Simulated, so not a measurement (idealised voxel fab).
Title: Process Module voxel ribs on slabs
This is section cut - it's 230 nm across, gridded in 5 nm square cells.
How to read a cross-section here: the picture is a grid of square cells, written as bands going from the top down, and any band can span one or more rows of cells.
The entry gives the band's vertical extent as a top height and a bottom height in nm, then its horizontal make-up as materials from left to right, each with a width in nm. "empty" stands for empty space; a single material marked "all across" fills the band edge to edge.
Convention: height 0 is the level below which the wafer, as received, is all one material. The lowest band does not terminate at the bottom but continues downward, represented as "z 0 and below".
Width: "30->40" (first number = top row, second number = bottom row, same change from row to row of cells).
You'll sometimes find "no modifications" written for a step, and that's the way of saying that nowhere in the cross-section did a cell change during that step.
In "Entrapped voids" the enclosed voids are listed, meaning empty spaces of 8 cells or larger without any opening to the top. The form is width x height at distance, distance from the left edge, units nm.
It should be noted that, on the line of a given step, the content following the step's settings is a remark produced by the simulator itself with respect to that step.
A step line may carry the setting "overlay nm", which, for steps involving a mask, states the distance by which the mask lay to the right of its intended position; negative values denote displacement to the left.
Steps planned for the process
- 1: RECEIVE: material Si
- 2: DIRECTIONAL_DEP: material SiO2, thk nm 25
- 3: DIRECTIONAL_DEP: material SiN, thk nm 20
- 4: PATTERN: tone cover, mask id RIB, material resist, width nm 20, thk nm 15, overlay nm 0
- 5: DIRECTIONAL_ETCH: etch materials SiN, depth nm 5
- 6: STRIP: etch materials resist
- 7: PATTERN: tone cover, mask id SLAB, material resist, width nm 50, thk nm 20, overlay nm 0
- 8: DIRECTIONAL_ETCH: etch materials SiN, depth nm 15
- 9: STRIP: etch materials resist
- 10: FILL_DEP: material SiO2, thk nm 15
- 11: CMP: height nm 55
- 12: DIRECTIONAL_DEP: material W, thk nm 5
- 13: PATTERN: tone cover, mask id HEATER, material resist, width nm 30, thk nm 20, overlay nm 0
- 14: DIRECTIONAL_ETCH: etch materials W, depth nm 5
- 15: STRIP: etch materials resist
- 16: CONFORMAL_DEP: material SiN, thk nm 10
The first of the two wafers, which ran as planned
Wafer at receipt (post step 1), cross-section
- z 0 and below = Si all across
- Entrapped voids: none
Wafer after step 2 (cross-section)
- z 25 to 0 = SiO2 all across
- Nothing below the height 0 has changed.
Wafer after step 3 (cross-section)
- z 45 to 25 = SiN all across
- Nothing below the height 25 has changed.
Wafer after step 4 (cross-section)
- z 60 to 45 = 105 empty; 20 resist; 105 empty
- Nothing below the height 45 has changed.
Wafer after step 5 (cross-section)
- z 60 to 45 = 105 empty; 20 resist; 105 empty
- z 45 to 40 = 105 empty; 20 SiN; 105 empty
- Nothing below the height 40 has changed.
Wafer after step 6 (cross-section)
- z 45 to 40 = 105 empty; 20 SiN; 105 empty
- Nothing below the height 40 has changed.
Wafer after step 7 (cross-section)
- z 65 to 45 = 90 empty; 50 resist; 90 empty
- z 45 to 40 = 90 empty; 15 resist; 20 SiN; 15 resist; 90 empty
- Nothing below the height 40 has changed.
Wafer after step 8 (cross-section)
- z 65 to 45 = 90 empty; 50 resist; 90 empty
- z 45 to 40 = 90 empty; 15 resist; 20 SiN; 15 resist; 90 empty
- z 40 to 25 = 90 empty; 50 SiN; 90 empty
- Nothing below the height 25 has changed.
Wafer after step 9 (cross-section)
- z 45 to 40 = 105 empty; 20 SiN; 105 empty
- Nothing below the height 40 has changed.
Wafer after step 10 (cross-section)
- z 60 to 45 = SiO2 all across
- z 45 to 40 = 105 SiO2; 20 SiN; 105 SiO2
- z 40 to 25 = 90 SiO2; 50 SiN; 90 SiO2
- Nothing below the height 25 has changed.
Wafer after step 11 (cross-section)
- z 55 to 45 = SiO2 all across
- Nothing below the height 45 has changed.
Wafer after step 12 (cross-section)
- z 60 to 55 = W all across
- Nothing below the height 55 has changed.
Wafer after step 13 (cross-section)
- z 80 to 60 = 100 empty; 30 resist; 100 empty
- Nothing below the height 60 has changed.
Wafer after step 14 (cross-section)
- z 80 to 60 = 100 empty; 30 resist; 100 empty
- z 60 to 55 = 100 empty; 30 W; 100 empty
- Nothing below the height 55 has changed.
Wafer after step 15 (cross-section)
- z 60 to 55 = 100 empty; 30 W; 100 empty
- Nothing below the height 55 has changed.
Wafer after step 16 (cross-section)
- z 70 to 65 = 90 empty; 50 SiN; 90 empty
- z 65 to 60 = SiN all across
- z 60 to 55 = 100 SiN; 30 W; 100 SiN
- Nothing below the height 55 has changed.
The second wafer: identical to the first at the outset and in its planned sequence, differing only in that one mistake was made during processing; up to and including step 6, its path is the first wafer's path
Cross-sectional representation of the second wafer at the time designated in the plan for the completion of step 7
- z 65 to 45 = 95 empty; 50 resist; 85 empty
- z 45 to 40 = 95 empty; 10 resist; 20 SiN; 20 resist; 85 empty
- Nothing below the height 40 has changed.
Cross-sectional representation of the second wafer at the time designated in the plan for the completion of step 8
- z 65 to 45 = 95 empty; 50 resist; 85 empty
- z 45 to 40 = 95 empty; 10 resist; 20 SiN; 20 resist; 85 empty
- z 40 to 25 = 95 empty; 50 SiN; 85 empty
- Nothing below the height 25 has changed.
Cross-sectional representation of the second wafer at the time designated in the plan for the completion of step 9
- z 45 to 40 = 105 empty; 20 SiN; 105 empty
- Nothing below the height 40 has changed.
Cross-sectional representation of the second wafer at the time designated in the plan for the completion of step 10
- z 60 to 45 = SiO2 all across
- z 45 to 40 = 105 SiO2; 20 SiN; 105 SiO2
- z 40 to 25 = 95 SiO2; 50 SiN; 85 SiO2
- Nothing below the height 25 has changed.
Cross-sectional representation of the second wafer at the time designated in the plan for the completion of step 11
- z 55 to 45 = SiO2 all across
- Nothing below the height 45 has changed.
Cross-sectional representation of the second wafer at the time designated in the plan for the completion of step 12
- z 60 to 55 = W all across
- Nothing below the height 55 has changed.
Cross-sectional representation of the second wafer at the time designated in the plan for the completion of step 13
- z 80 to 60 = 100 empty; 30 resist; 100 empty
- Nothing below the height 60 has changed.
Cross-sectional representation of the second wafer at the time designated in the plan for the completion of step 14
- z 80 to 60 = 100 empty; 30 resist; 100 empty
- z 60 to 55 = 100 empty; 30 W; 100 empty
- Nothing below the height 55 has changed.
Cross-sectional representation of the second wafer at the time designated in the plan for the completion of step 15
- z 60 to 55 = 100 empty; 30 W; 100 empty
- Nothing below the height 55 has changed.
Cross-sectional representation of the second wafer at the time designated in the plan for the completion of step 16
- z 70 to 65 = 90 empty; 50 SiN; 90 empty
- z 65 to 60 = SiN all across
- z 60 to 55 = 100 SiN; 30 W; 100 SiN
- Nothing below the height 55 has changed.
Plan not followed: so step 7 ended up running with a different setting than we planned, it ran as PATTERN: tone cover, mask id SLAB, material resist, width nm 50, thk nm 20, overlay nm 5
At the end, the second wafer has the same number of cells of each material as the first, but those cells sit in other places.
